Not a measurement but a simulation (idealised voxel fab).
process module | voxel self aligned contacts
cross-section cut | 235 nm wide | cells 5 nm
A cross-section is a grid of square cells, given in bands from the top down. A band is one or more rows of cells.
Each band's line starts with the height of the band's top and of its bottom, in nm. Then come its materials from left to right, each with its width in nm. One material with "throughout" fills the band from edge to edge. "air" is empty space.
Height 0 is the level under which the wafer as received is all one material. The lowest band goes on downwards, as in "0 down".
A width such as "30 to 40" changes by the same amount from each row of cells to the next, from the band's top row to its bottom row.
"no change" after a step means that no cell of the cross-section changed.
closed voids: empty space of 8 cells or more with no open way to the top, each as width x height at its distance from the left edge, in nm
after a step's settings: what the simulator itself notes on the step
overlay nm, on a step with a mask: how far to the right of its planned place the mask lay; to the left if negative
plan
1 op RECEIVE | material Si
2 op CONFORMAL_DEP | material SiO2 | thk nm 5
3 op DIRECTIONAL_DEP | material polySi | thk nm 20
4 op DIRECTIONAL_DEP | material SiN | thk nm 25
5 op MASKED_ETCH | tone cover | mask id GATE | width nm 25 | pitch nm 65 | etch materials SiN | depth nm 25 | overlay nm 0
6 op MASKED_ETCH | tone cover | mask id GATE | width nm 25 | pitch nm 65 | etch materials polySi | depth nm 20 | overlay nm 0
7 op CONFORMAL_DEP | material SiN | thk nm 10
8 op DIRECTIONAL_ETCH | etch materials SiN | depth nm 10
9 op FILL_DEP | material SiO2 | thk nm 15
10 op CMP | height nm 60
11 op PATTERN | tone open | mask id CONTACT | material resist | width nm 50 | pitch nm 65 | thk nm 20 | overlay nm 0
12 op DIRECTIONAL_ETCH | etch materials SiO2 | depth nm 60
13 op STRIP | etch materials resist
14 op CONFORMAL_DEP | material TiN | thk nm 5
15 op FILL_DEP | material Ru | thk nm 10
16 op CMP | height nm 60
17 op CONFORMAL_DEP | material SiCN | thk nm 5
first wafer, as planned
as received, after step 1
  0 down: Si throughout
  closed voids: none
after step 2
  5 to 0: SiO2 throughout
  below 0: unchanged
after step 3
  25 to 5: polySi throughout
  below 5: unchanged
after step 4
  50 to 25: SiN throughout
  below 25: unchanged
after step 5
  50 to 25: air 40 | SiN 25 | air 40 | SiN 25 | air 40 | SiN 25 | air 40
  below 25: unchanged
after step 6
  50 to 25: air 40 | SiN 25 | air 40 | SiN 25 | air 40 | SiN 25 | air 40
  25 to 5: air 40 | polySi 25 | air 40 | polySi 25 | air 40 | polySi 25 | air 40
  below 5: unchanged
after step 7
  60 to 25: air 30 | SiN 45 | air 20 | SiN 45 | air 20 | SiN 45 | air 30
  25 to 15: air 30 | SiN 10 | polySi 25 | SiN 10 | air 20 | SiN 10 | polySi 25 | SiN 10 | air 20 | SiN 10 | polySi 25 | SiN 10 | air 30
  15 to 5: SiN 40 | polySi 25 | SiN 40 | polySi 25 | SiN 40 | polySi 25 | SiN 40
  below 5: unchanged
after step 8
  50 to 25: air 30 | SiN 45 | air 20 | SiN 45 | air 20 | SiN 45 | air 30
  25 to 5: air 30 | SiN 10 | polySi 25 | SiN 10 | air 20 | SiN 10 | polySi 25 | SiN 10 | air 20 | SiN 10 | polySi 25 | SiN 10 | air 30
  below 5: unchanged
after step 9
  65 to 50: SiO2 throughout
  50 to 25: SiO2 30 | SiN 45 | SiO2 20 | SiN 45 | SiO2 20 | SiN 45 | SiO2 30
  25 to 5: SiO2 30 | SiN 10 | polySi 25 | SiN 10 | SiO2 20 | SiN 10 | polySi 25 | SiN 10 | SiO2 20 | SiN 10 | polySi 25 | SiN 10 | SiO2 30
  below 5: unchanged
after step 10
  60 to 50: SiO2 throughout
  below 50: unchanged
after step 11
  80 to 60: resist 60 | air 50 | resist 15 | air 50 | resist 60
  below 60: unchanged
after step 12
  80 to 60: resist 60 | air 50 | resist 15 | air 50 | resist 60
  60 to 50: SiO2 60 | air 50 | SiO2 15 | air 50 | SiO2 60
  50 to 25: SiO2 30 | SiN 45 | air 20 | SiN 45 | air 20 | SiN 45 | SiO2 30
  25 to 5: SiO2 30 | SiN 10 | polySi 25 | SiN 10 | air 20 | SiN 10 | polySi 25 | SiN 10 | air 20 | SiN 10 | polySi 25 | SiN 10 | SiO2 30
  5 to 0: SiO2 75 | air 20 | SiO2 45 | air 20 | SiO2 75
  below 0: unchanged
after step 13
  60 to 50: SiO2 60 | air 50 | SiO2 15 | air 50 | SiO2 60
  below 50: unchanged
after step 14
  65 to 60: TiN 65 | air 40 | TiN 25 | air 40 | TiN 65
  60 to 50: SiO2 60 | TiN 5 to 20 | air 40 to 10 | TiN 5 to 20 | SiO2 15 | TiN 5 to 20 | air 40 to 10 | TiN 5 to 20 | SiO2 60
  50 to 25: SiO2 30 | SiN 45 | TiN 5 | air 10 | TiN 5 | SiN 45 | TiN 5 | air 10 | TiN 5 | SiN 45 | SiO2 30
  25 to 5: SiO2 30 | SiN 10 | polySi 25 | SiN 10 | TiN 5 | air 10 | TiN 5 | SiN 10 | polySi 25 | SiN 10 | TiN 5 | air 10 | TiN 5 | SiN 10 | polySi 25 | SiN 10 | SiO2 30
  5 to 0: SiO2 75 | TiN 20 | SiO2 45 | TiN 20 | SiO2 75
  below 0: unchanged
after step 15
  75 to 65: Ru throughout
  65 to 60: TiN 65 | Ru 40 | TiN 25 | Ru 40 | TiN 65
  60 to 50: SiO2 60 | TiN 5 to 20 | Ru 40 to 10 | TiN 5 to 20 | SiO2 15 | TiN 5 to 20 | Ru 40 to 10 | TiN 5 to 20 | SiO2 60
  50 to 25: SiO2 30 | SiN 45 | TiN 5 | Ru 10 | TiN 5 | SiN 45 | TiN 5 | Ru 10 | TiN 5 | SiN 45 | SiO2 30
  25 to 5: SiO2 30 | SiN 10 | polySi 25 | SiN 10 | TiN 5 | Ru 10 | TiN 5 | SiN 10 | polySi 25 | SiN 10 | TiN 5 | Ru 10 | TiN 5 | SiN 10 | polySi 25 | SiN 10 | SiO2 30
  below 5: unchanged
after step 16
  60 to 50: SiO2 60 | TiN 5 to 20 | Ru 40 to 10 | TiN 5 to 20 | SiO2 15 | TiN 5 to 20 | Ru 40 to 10 | TiN 5 to 20 | SiO2 60
  below 50: unchanged
after step 17
  65 to 60: SiCN throughout
  below 60: unchanged
second wafer: like start, like plan, one mistake. Through step 4 it matches the first wafer
when step 5 should have ended
  50 to 30: air 40 | SiN 25 | air 40 | SiN 25 | air 40 | SiN 25 | air 40
  below 30: unchanged
when step 6 should have ended: no change
when step 7 should have ended
  60 to 40: air 30 | SiN 45 | air 20 | SiN 45 | air 20 | SiN 45 | air 30
  40 to 25: SiN throughout
  below 25: unchanged
when step 8 should have ended
  50 to 30: air 30 | SiN 45 | air 20 | SiN 45 | air 20 | SiN 45 | air 30
  below 30: unchanged
when step 9 should have ended
  65 to 50: SiO2 throughout
  50 to 30: SiO2 30 | SiN 45 | SiO2 20 | SiN 45 | SiO2 20 | SiN 45 | SiO2 30
  below 30: unchanged
when step 10 should have ended
  60 to 50: SiO2 throughout
  below 50: unchanged
when step 11 should have ended
  80 to 60: resist 60 | air 50 | resist 15 | air 50 | resist 60
  below 60: unchanged
when step 12 should have ended
  80 to 60: resist 60 | air 50 | resist 15 | air 50 | resist 60
  60 to 50: SiO2 60 | air 50 | SiO2 15 | air 50 | SiO2 60
  50 to 30: SiO2 30 | SiN 45 | air 20 | SiN 45 | air 20 | SiN 45 | SiO2 30
  below 30: unchanged
when step 13 should have ended
  60 to 50: SiO2 60 | air 50 | SiO2 15 | air 50 | SiO2 60
  below 50: unchanged
when step 14 should have ended
  65 to 60: TiN 65 | air 40 | TiN 25 | air 40 | TiN 65
  60 to 50: SiO2 60 | TiN 5 to 20 | air 40 to 10 | TiN 5 to 20 | SiO2 15 | TiN 5 to 20 | air 40 to 10 | TiN 5 to 20 | SiO2 60
  50 to 35: SiO2 30 | SiN 45 | TiN 5 | air 10 | TiN 5 | SiN 45 | TiN 5 | air 10 | TiN 5 | SiN 45 | SiO2 30
  35 to 30: SiO2 30 | SiN 45 | TiN 20 | SiN 45 | TiN 20 | SiN 45 | SiO2 30
  below 30: unchanged
when step 15 should have ended
  75 to 65: Ru throughout
  65 to 60: TiN 65 | Ru 40 | TiN 25 | Ru 40 | TiN 65
  60 to 50: SiO2 60 | TiN 5 to 20 | Ru 40 to 10 | TiN 5 to 20 | SiO2 15 | TiN 5 to 20 | Ru 40 to 10 | TiN 5 to 20 | SiO2 60
  50 to 35: SiO2 30 | SiN 45 | TiN 5 | Ru 10 | TiN 5 | SiN 45 | TiN 5 | Ru 10 | TiN 5 | SiN 45 | SiO2 30
  below 35: unchanged
when step 16 should have ended
  60 to 50: SiO2 60 | TiN 5 to 20 | Ru 40 to 10 | TiN 5 to 20 | SiO2 15 | TiN 5 to 20 | Ru 40 to 10 | TiN 5 to 20 | SiO2 60
  below 50: unchanged
when step 17 should have ended
  65 to 60: SiCN throughout
  below 60: unchanged
what went wrong: step 5 ran as: op MASKED_ETCH | tone cover | mask id GATE | width nm 25 | pitch nm 65 | etch materials SiN | depth nm 20 | overlay nm 0
at the end the second wafer has, in cells: 24 fewer of Ru | 28 fewer of SiN | 52 fewer of SiO2 | 24 fewer of TiN | 128 more of polySi
